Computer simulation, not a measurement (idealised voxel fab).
This is a process module. Its name is voxel tone inversion.
Section cut is 255 nm wide and gridded with 5 nm square cells.
Think of the cross-section as a grid of square cells. We describe it in bands, top to bottom, and each band covers one or more rows of those cells.
Quick guide to a band line: top height, bottom height (nm) up front; then every material left to right with its width in nm. Only one material and it's marked "all across"? Then it fills the band edge to edge. And "air" just means empty space.
Heights are measured from 0, the level below which the as-received wafer is all one material; the lowest band has no bottom and continues downward, written as in "top 0, no bottom".
Top row gets the first number, bottom row gets the second, and each row in between changes by the same step: that is how a band width like "30 to 40" works.
Step marked "left unchanged"? Then no cell in the cross-section changed in it.
"Unvented voids" means: voids of 8 cells or more that are shut off from the top with no open way through. Written width x height at distance, distance from the left edge, in nm.
That trailing text on a step's line, after the settings, is the simulator's own remark on the step.
You can add "overlay nm" to a step's line. For a step with a mask, it describes how far the mask lay to the right of its planned position, and a negative number describes a lay to the left.

LISTED BELOW ARE THE PROCESS STEPS AS PLANNED
- 1: RECEIVE (material Si)
- 2: CONFORMAL_DEP (material SiN; thk nm 5)
- 3: DIRECTIONAL_DEP (material aC; thk nm 20)
- 4: PATTERN (tone cover; mask id POSTS; material resist; width nm 20; pitch nm 35; thk nm 30; overlay nm 0)
- 5: DIRECTIONAL_ETCH (etch materials aC; depth nm 20)
- 6: STRIP (etch materials resist)
- 7: FILL_DEP (material SiO2; thk nm 5)
- 8: CMP (height nm 25)
- 9: STRIP (etch materials aC)
- 10: CONFORMAL_DEP (material TiN; thk nm 5)
- 11: FILL_DEP (material W; thk nm 5)
- 12: CMP (height nm 25)
- 13: CONFORMAL_DEP (material SiN; thk nm 5)

WAFER AT RECEIPT (POST STEP 1), CROSS-SECTION
top 0, no bottom  Si all across
Unvented voids: none

CROSS-SECTION: FIRST OF TWO WAFERS, MODULE FINISHED, RUN ACCORDING TO PLAN
top 30, bottom 25  SiN all across
top 25, bottom 10  SiO2=80 | TiN=5 | W=10 | TiN=5 | SiO2=15 | TiN=5 | W=10 | TiN=5 | SiO2=15 | TiN=5 | W=10 | TiN=5 | SiO2=85
top 10, bottom 5  SiO2=80 | TiN=20 | SiO2=15 | TiN=20 | SiO2=15 | TiN=20 | SiO2=85
top 5, bottom 0  SiN all across
top 0, no bottom  Si all across
Unvented voids: none

THE SECOND WAFER, SHOWN IN CROSS-SECTION AFTER THE MODULE: STARTED THE SAME WAY AS THE FIRST AND GIVEN THE SAME PLAN, YET ONE MISTAKE CREPT INTO HOW IT WAS RUN
top 30, bottom 0  SiN all across
top 0, no bottom  Si all across
Unvented voids: none
Misprocessing identified: step 3 did not use the planned setting and instead ran as DIRECTIONAL_DEP (material SiN; thk nm 20)
Once processing is complete, comparing cell counts shows that the second wafer has more or fewer of certain materials than the first: 204 more of SiN; 156 fewer of SiO2; 30 fewer of TiN; 18 fewer of W
